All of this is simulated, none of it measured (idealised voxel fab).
The document below concerns the process module designated voxel capacitor over wiring.
Square cells of 5 nm make up the cross-section cut, whose width is 205 nm.
For the purposes of this document, a cross-section shall be understood as a grid of square cells, specified as bands listed in top-to-bottom order, each band consisting of one or more rows of cells. Read a band's entry like this: the first values are the height of its top and the height of its bottom in nm, and what follows is the sequence of materials from left to right, each with its width in nm. Note that "blank" is empty space, and that a single material marked "throughout" reaches across the band from edge to edge. Convention: height 0 is the level below which the wafer, as received, is all one material. The lowest band does not terminate at the bottom but continues downward, represented as "0 and below". Per-row width for "30->40": begins at first number (top row of band), ends at second number (bottom row), increment between rows held constant. "nothing changed" for a step: no cell of the cross-section changed in that step. "Closed void table": empty spaces of 8 cells or more with no open way to the top, each given as width x height at distance, distance from the left edge, all in nm. The remark found on a step's line after its settings is issued by the simulator itself and pertains to that step. A step line may carry the setting "overlay nm", which, for steps involving a mask, states the distance by which the mask lay to the right of its intended position; negative values denote displacement to the left.
PLAN
1. RECEIVE with material Si
2. CONFORMAL_DEP with material SiO2, thk nm 10
3. CONFORMAL_DEP with material SiCN, thk nm 5
4. DIRECTIONAL_DEP with material lowk, thk nm 25
5. MASKED_ETCH with tone open, mask id METAL_1, width nm 25, pitch nm 90, etch materials lowk, depth nm 25, overlay nm 0
6. MASKED_ETCH with tone open, mask id METAL_1, width nm 25, pitch nm 90, etch materials SiCN, depth nm 5, overlay nm 0
7. CONFORMAL_DEP with material TiN, thk nm 5
8. FILL_DEP with material Cu, thk nm 5
9. CMP with height nm 40
10. CONFORMAL_DEP with material SiCN, thk nm 5
11. DIRECTIONAL_DEP with material lowk, thk nm 10
12. MASKED_ETCH with tone open, mask id PLUG_1, width nm 15, etch materials lowk, depth nm 10, overlay nm 0
13. MASKED_ETCH with tone open, mask id PLUG_1, width nm 15, etch materials SiCN, depth nm 5, overlay nm 0
14. CONFORMAL_DEP with material TiN, thk nm 5
15. FILL_DEP with material Ru, thk nm 5
16. CMP with height nm 55
17. DIRECTIONAL_DEP with material TiN, thk nm 10
18. DIRECTIONAL_DEP with material SiN, thk nm 5
19. DIRECTIONAL_DEP with material TiN, thk nm 10
20. PATTERN with tone cover, mask id UPPER_PLATE, material resist, width nm 70, thk nm 15, overlay nm 0
21. DIRECTIONAL_ETCH with etch materials TiN, depth nm 10
22. DIRECTIONAL_ETCH with etch materials SiN, depth nm 5
23. STRIP with etch materials resist
24. PATTERN with tone cover, mask id LOWER_PLATE, material resist, width nm 80, thk nm 20, overlay nm 0
25. DIRECTIONAL_ETCH with etch materials TiN, depth nm 10
26. STRIP with etch materials resist
27. FILL_DEP with material SiO2, thk nm 20
28. CMP with height nm 95
29. PATTERN with tone open, mask id PLUG_2, material resist, width nm 15, thk nm 20, overlay nm 0
30. DIRECTIONAL_ETCH with etch materials SiO2, depth nm 15
31. STRIP with etch materials resist
32. CONFORMAL_DEP with material TiN, thk nm 5
33. FILL_DEP with material Ru, thk nm 10
34. CMP with height nm 95
35. CONFORMAL_DEP with material SiN, thk nm 5
RUN AS PLANNED: FIRST OF TWO WAFERS
DELIVERED WAFER IN CROSS-SECTION: STATE AFTER STEP 1
    0 and below = Si throughout
    Closed void table: none
THE WAFER, SEEN IN CROSS-SECTION, AFTER STEP 2
    10 down to 0 = SiO2 throughout
    Below 0, no change.
THE WAFER, SEEN IN CROSS-SECTION, AFTER STEP 3
    15 down to 10 = SiCN throughout
    Below 10, no change.
THE WAFER, SEEN IN CROSS-SECTION, AFTER STEP 4
    40 down to 15 = lowk throughout
    Below 15, no change.
THE WAFER, SEEN IN CROSS-SECTION, AFTER STEP 5
    40 down to 15 = 45 of lowk  25 of blank  65 of lowk  25 of blank  45 of lowk
    Below 15, no change.
THE WAFER, SEEN IN CROSS-SECTION, AFTER STEP 6
    40 down to 15 = 45 of lowk  25 of blank  65 of lowk  25 of blank  45 of lowk
    15 down to 10 = 45 of SiCN  25 of blank  65 of SiCN  25 of blank  45 of SiCN
    Below 10, no change.
THE WAFER, SEEN IN CROSS-SECTION, AFTER STEP 7
    45 down to 40 = 50 of TiN  15 of blank  75 of TiN  15 of blank  50 of TiN
    40 down to 15 = 45 of lowk  5 of TiN  15 of blank  5 of TiN  65 of lowk  5 of TiN  15 of blank  5 of TiN  45 of lowk
    15 down to 10 = 45 of SiCN  25 of TiN  65 of SiCN  25 of TiN  45 of SiCN
    Below 10, no change.
THE WAFER, SEEN IN CROSS-SECTION, AFTER STEP 8
    50 down to 45 = Cu throughout
    45 down to 40 = 50 of TiN  15 of Cu  75 of TiN  15 of Cu  50 of TiN
    40 down to 15 = 45 of lowk  5 of TiN  15 of Cu  5 of TiN  65 of lowk  5 of TiN  15 of Cu  5 of TiN  45 of lowk
    Below 15, no change.
THE WAFER, SEEN IN CROSS-SECTION, AFTER STEP 9
    40 down to 15 = 45 of lowk  5 of TiN  15 of Cu  5 of TiN  65 of lowk  5 of TiN  15 of Cu  5 of TiN  45 of lowk
    Below 15, no change.
THE WAFER, SEEN IN CROSS-SECTION, AFTER STEP 10
    45 down to 40 = SiCN throughout
    Below 40, no change.
THE WAFER, SEEN IN CROSS-SECTION, AFTER STEP 11
    55 down to 45 = lowk throughout
    Below 45, no change.
THE WAFER, SEEN IN CROSS-SECTION, AFTER STEP 12
    55 down to 45 = 55 of lowk  15 of blank  135 of lowk
    Below 45, no change.
THE WAFER, SEEN IN CROSS-SECTION, AFTER STEP 13
    55 down to 45 = 55 of lowk  15 of blank  135 of lowk
    45 down to 40 = 55 of SiCN  15 of blank  135 of SiCN
    Below 40, no change.
THE WAFER, SEEN IN CROSS-SECTION, AFTER STEP 14
    60 down to 55 = 60 of TiN  5 of blank  140 of TiN
    55 down to 45 = 55 of lowk  5 of TiN  5 of blank  5 of TiN  135 of lowk
    45 down to 40 = 55 of SiCN  15 of TiN  135 of SiCN
    Below 40, no change.
THE WAFER, SEEN IN CROSS-SECTION, AFTER STEP 15
    65 down to 60 = Ru throughout
    60 down to 55 = 60 of TiN  5 of Ru  140 of TiN
    55 down to 45 = 55 of lowk  5 of TiN  5 of Ru  5 of TiN  135 of lowk
    Below 45, no change.
THE WAFER, SEEN IN CROSS-SECTION, AFTER STEP 16
    55 down to 45 = 55 of lowk  5 of TiN  5 of Ru  5 of TiN  135 of lowk
    Below 45, no change.
THE WAFER, SEEN IN CROSS-SECTION, AFTER STEP 17
    65 down to 55 = TiN throughout
    Below 55, no change.
THE WAFER, SEEN IN CROSS-SECTION, AFTER STEP 18
    70 down to 65 = SiN throughout
    Below 65, no change.
THE WAFER, SEEN IN CROSS-SECTION, AFTER STEP 19
    80 down to 70 = TiN throughout
    Below 70, no change.
THE WAFER, SEEN IN CROSS-SECTION, AFTER STEP 20
    95 down to 80 = 55 of blank  70 of resist  80 of blank
    Below 80, no change.
THE WAFER, SEEN IN CROSS-SECTION, AFTER STEP 21
    95 down to 80 = 55 of blank  70 of resist  80 of blank
    80 down to 70 = 55 of blank  70 of TiN  80 of blank
    Below 70, no change.
THE WAFER, SEEN IN CROSS-SECTION, AFTER STEP 22
    95 down to 80 = 55 of blank  70 of resist  80 of blank
    80 down to 70 = 55 of blank  70 of TiN  80 of blank
    70 down to 65 = 55 of blank  70 of SiN  80 of blank
    Below 65, no change.
THE WAFER, SEEN IN CROSS-SECTION, AFTER STEP 23
    80 down to 70 = 55 of blank  70 of TiN  80 of blank
    Below 70, no change.
THE WAFER, SEEN IN CROSS-SECTION, AFTER STEP 24
    100 down to 80 = 50 of blank  80 of resist  75 of blank
    80 down to 70 = 50 of blank  5 of resist  70 of TiN  5 of resist  75 of blank
    70 down to 65 = 50 of blank  5 of resist  70 of SiN  5 of resist  75 of blank
    Below 65, no change.
THE WAFER, SEEN IN CROSS-SECTION, AFTER STEP 25
    100 down to 80 = 50 of blank  80 of resist  75 of blank
    80 down to 70 = 50 of blank  5 of resist  70 of TiN  5 of resist  75 of blank
    70 down to 65 = 50 of blank  5 of resist  70 of SiN  5 of resist  75 of blank
    65 down to 55 = 50 of blank  80 of TiN  75 of blank
    Below 55, no change.
THE WAFER, SEEN IN CROSS-SECTION, AFTER STEP 26
    80 down to 70 = 55 of blank  70 of TiN  80 of blank
    70 down to 65 = 55 of blank  70 of SiN  80 of blank
    Below 65, no change.
THE WAFER, SEEN IN CROSS-SECTION, AFTER STEP 27
    100 down to 80 = SiO2 throughout
    80 down to 70 = 55 of SiO2  70 of TiN  80 of SiO2
    70 down to 65 = 55 of SiO2  70 of SiN  80 of SiO2
    65 down to 55 = 50 of SiO2  80 of TiN  75 of SiO2
    Below 55, no change.
THE WAFER, SEEN IN CROSS-SECTION, AFTER STEP 28
    95 down to 80 = SiO2 throughout
    Below 80, no change.
THE WAFER, SEEN IN CROSS-SECTION, AFTER STEP 29
    115 down to 95 = 65 of resist  15 of blank  125 of resist
    Below 95, no change.
THE WAFER, SEEN IN CROSS-SECTION, AFTER STEP 30
    115 down to 95 = 65 of resist  15 of blank  125 of resist
    95 down to 80 = 65 of SiO2  15 of blank  125 of SiO2
    Below 80, no change.
THE WAFER, SEEN IN CROSS-SECTION, AFTER STEP 31
    95 down to 80 = 65 of SiO2  15 of blank  125 of SiO2
    Below 80, no change.
THE WAFER, SEEN IN CROSS-SECTION, AFTER STEP 32
    100 down to 95 = 70 of TiN  5 of blank  130 of TiN
    95 down to 85 = 65 of SiO2  5 of TiN  5 of blank  5 of TiN  125 of SiO2
    85 down to 80 = 65 of SiO2  15 of TiN  125 of SiO2
    Below 80, no change.
THE WAFER, SEEN IN CROSS-SECTION, AFTER STEP 33
    110 down to 100 = Ru throughout
    100 down to 95 = 70 of TiN  5 of Ru  130 of TiN
    95 down to 85 = 65 of SiO2  5 of TiN  5 of Ru  5 of TiN  125 of SiO2
    Below 85, no change.
THE WAFER, SEEN IN CROSS-SECTION, AFTER STEP 34
    95 down to 85 = 65 of SiO2  5 of TiN  5 of Ru  5 of TiN  125 of SiO2
    Below 85, no change.
THE WAFER, SEEN IN CROSS-SECTION, AFTER STEP 35
    100 down to 95 = SiN throughout
    Below 95, no change.
WAFER TWO OF THE PAIR: SAME ORIGIN, SAME PLAN, ONE ERROR DURING THE RUN; IDENTICAL TO WAFER ONE UP TO AND INCLUDING STEP 28
X-SECTION, SECOND WAFER, WHEN STEP 29 WAS DUE TO FINISH
    115 down to 95 = 60 of resist  25 of blank  120 of resist
    Below 95, no change.
X-SECTION, SECOND WAFER, WHEN STEP 30 WAS DUE TO FINISH
    115 down to 95 = 60 of resist  25 of blank  120 of resist
    95 down to 80 = 60 of SiO2  25 of blank  120 of SiO2
    Below 80, no change.
X-SECTION, SECOND WAFER, WHEN STEP 31 WAS DUE TO FINISH
    95 down to 80 = 60 of SiO2  25 of blank  120 of SiO2
    Below 80, no change.
X-SECTION, SECOND WAFER, WHEN STEP 32 WAS DUE TO FINISH
    100 down to 95 = 65 of TiN  15 of blank  125 of TiN
    95 down to 85 = 60 of SiO2  5 of TiN  15 of blank  5 of TiN  120 of SiO2
    85 down to 80 = 60 of SiO2  25 of TiN  120 of SiO2
    Below 80, no change.
X-SECTION, SECOND WAFER, WHEN STEP 33 WAS DUE TO FINISH
    110 down to 100 = Ru throughout
    100 down to 95 = 65 of TiN  15 of Ru  125 of TiN
    95 down to 85 = 60 of SiO2  5 of TiN  15 of Ru  5 of TiN  120 of SiO2
    Below 85, no change.
X-SECTION, SECOND WAFER, WHEN STEP 34 WAS DUE TO FINISH
    95 down to 85 = 60 of SiO2  5 of TiN  15 of Ru  5 of TiN  120 of SiO2
    Below 85, no change.
X-SECTION, SECOND WAFER, WHEN STEP 35 WAS DUE TO FINISH
    100 down to 95 = SiN throughout
    Below 95, no change.
Which mistake was made when the wafer was run? step 29 deviated from plan and actually ran as PATTERN with tone open, mask id PLUG_2, material resist, width nm 25, thk nm 20, overlay nm 0
Per the end-of-run cell counts, the second wafer holds more or fewer of some materials than the first: Ru +4 | SiO2 -6 | TiN +2
